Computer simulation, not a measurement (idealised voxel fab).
process module | voxel self aligned vias
cross-section cut | 300 nm wide | cells 5 nm
A cross-section is a grid of square cells, given in bands from the top down. A band is one or more rows of cells.
Each band's line starts with the height of the band's top and of its bottom, in nm. Then come its materials from left to right, each with its width in nm. One material with "throughout" fills the band from edge to edge. "air" is empty space.
Height 0 is the level under which the wafer as received is all one material. The lowest band goes on downwards, as in "0 down".
A width such as "30 to 40" changes by the same amount from each row of cells to the next, from the band's top row to its bottom row.
"no change" after a step means that no cell of the cross-section changed.
closed voids: empty space of 8 cells or more with no open way to the top, each as width x height at its distance from the left edge, in nm
after a step's settings: what the simulator itself notes on the step
overlay nm, on a step with a mask: how far to the right of its planned place the mask lay; to the left if negative
plan
1 op RECEIVE | material Si
2 op CONFORMAL_DEP | material SiO2 | thk nm 15
3 op CONFORMAL_DEP | material SiCN | thk nm 5
4 op DIRECTIONAL_DEP | material lowk | thk nm 20
5 op DIRECTIONAL_DEP | material aC | thk nm 10
6 op PATTERN | tone open | mask id LINES | material resist | width nm 15 | pitch nm 60 | thk nm 30 | overlay nm 0
7 op DIRECTIONAL_ETCH | etch materials aC | depth nm 10
8 op STRIP | etch materials resist
9 op DIRECTIONAL_ETCH | etch materials lowk | depth nm 20
10 op STRIP | etch materials aC
11 op CONFORMAL_DEP | material TiN | thk nm 5
12 op FILL_DEP | material W | thk nm 5
13 op CMP | height nm 40
14 op SELECTIVE_ETCH | etch materials W Ru TiN | depth nm 10
15 op FILL_DEP | material SiN | thk nm 10
16 op CMP | height nm 40
17 op DIRECTIONAL_DEP | material lowk | thk nm 15
18 op PATTERN | tone open | mask id VIAS | material resist | width nm 40 | pitch nm 60 | thk nm 20 | overlay nm 0
19 op DIRECTIONAL_ETCH | etch materials lowk | depth nm 15
20 op DIRECTIONAL_ETCH | etch materials SiN | depth nm 10
21 op STRIP | etch materials resist
22 op CONFORMAL_DEP | material TiN | thk nm 5
23 op FILL_DEP | material W | thk nm 5
24 op CMP | height nm 55
25 op CONFORMAL_DEP | material SiN | thk nm 5
varied across the wafers: width nm of step 6. The plan shows the first wafer's value. All wafers start alike
first wafer as received, after step 1
  0 down: Si throughout
  closed voids: none
each wafer at the end: cells of each material gained (+) or lost (-) since it was received, then its closed voids
width nm 15 | +60 SiCN | +60 SiN | +180 SiO2 | +42 TiN | +30 W | +348 lowk | closed voids: none
width nm 20 | +60 SiCN | +60 SiN | +180 SiO2 | +44 TiN | +36 W | +340 lowk | closed voids: none
width nm 25 | +60 SiCN | +60 SiN | +180 SiO2 | +46 TiN | +42 W | +332 lowk | closed voids: none
width nm 30 | +60 SiCN | +60 SiN | +180 SiO2 | +48 TiN | +48 W | +324 lowk | closed voids: none
width nm 35 | +60 SiCN | +60 SiN | +180 SiO2 | +50 TiN | +54 W | +316 lowk | closed voids: none
